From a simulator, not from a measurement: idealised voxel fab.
Process module under the name voxel ribs on slabs
Each square cell in cross-section cut measures 5 nm, and the section as a whole is 265 nm wide.
In what follows, cross-sections appear as grids of square cells, described through bands that run from the top down, where every band is one or more rows of cells.
It is stipulated that each band's entry specify, in nanometres, the height of the top of the band and then that of its bottom, followed by the materials of the band in left-to-right sequence, each together with its width in nanometres. A single material marked by the word "edge to edge" is understood to fill the band from edge to edge; the word "blank" is understood to denote empty space.
Zero point of the height axis is 0; under it, received wafer = one material. Lowest band: continues down indefinitely, "top 0, no bottom".
Think of "30 to 40" as a width that walks from the first number to the second as you go down the band, top row to bottom row, taking equal-sized steps from row to row.
Any step labelled "nothing altered" changed none of the cells in the cross-section.
Closed-off voids of 8+ cells (no open route to the top) go in "Sealed internal cavities", written width x height at distance from the left edge, in nm.
Text after the settings on a step's line: the simulator's own remark on that step.
overlay nm: where the mask lay relative to plan, measured to the right, on steps with a mask; negatives go left.

## Planned process steps
1. RECEIVE | material Si
2. DIRECTIONAL_DEP | material SiO2 | thk nm 30
3. DIRECTIONAL_DEP | material polySi | thk nm 20
4. PATTERN | tone cover | mask id RIB | material resist | width nm 25 | thk nm 20 | overlay nm 0
5. DIRECTIONAL_ETCH | etch materials polySi | depth nm 10
6. STRIP | etch materials resist
7. MASKED_ETCH | tone cover | mask id SLAB | width nm 65 | etch materials polySi | depth nm 10 | overlay nm 0
8. FILL_DEP | material SiO2 | thk nm 15
9. CMP | height nm 60
10. DIRECTIONAL_DEP | material W | thk nm 5
11. MASKED_ETCH | tone cover | mask id HEATER | width nm 35 | etch materials W | depth nm 5 | overlay nm 0
12. CONFORMAL_DEP | material SiN | thk nm 10

## Incoming wafer in cross-section (state: after step 1)
* top 0, no bottom  Si edge to edge
* Sealed internal cavities: none

## Cross-section, first of two wafers, end of module, run as planned
* top 75, bottom 70  blank (105) / SiN (55) / blank (105)
* top 70, bottom 65  SiN edge to edge
* top 65, bottom 60  SiN (115) / W (35) / SiN (115)
* top 60, bottom 50  SiO2 edge to edge
* top 50, bottom 40  SiO2 (120) / polySi (25) / SiO2 (120)
* top 40, bottom 30  SiO2 (100) / polySi (65) / SiO2 (100)
* top 30, bottom 0  SiO2 edge to edge
* top 0, no bottom  Si edge to edge
* Sealed internal cavities: none

## Second wafer cross-section at end of module - shared start and plan with the first, one mistake in the run
* top 75, bottom 70  blank (105) / SiN (55) / blank (105)
* top 70, bottom 65  SiN edge to edge
* top 65, bottom 60  SiN (115) / W (35) / SiN (115)
* top 60, bottom 50  SiO2 edge to edge
* top 50, bottom 40  SiO2 (100) / polySi (20) / SiO2 (25) / polySi (20) / SiO2 (100)
* top 40, bottom 30  polySi edge to edge
* top 30, bottom 0  SiO2 edge to edge
* top 0, no bottom  Si edge to edge
* Sealed internal cavities: none
Error vs. plan: step 4 was not run as planned; what actually ran was PATTERN | tone open | mask id RIB | material resist | width nm 25 | thk nm 20 | overlay nm 0
Final comparison by cell count, materials where the second wafer has more or fewer than the first: -86 SiO2 | +86 polySi
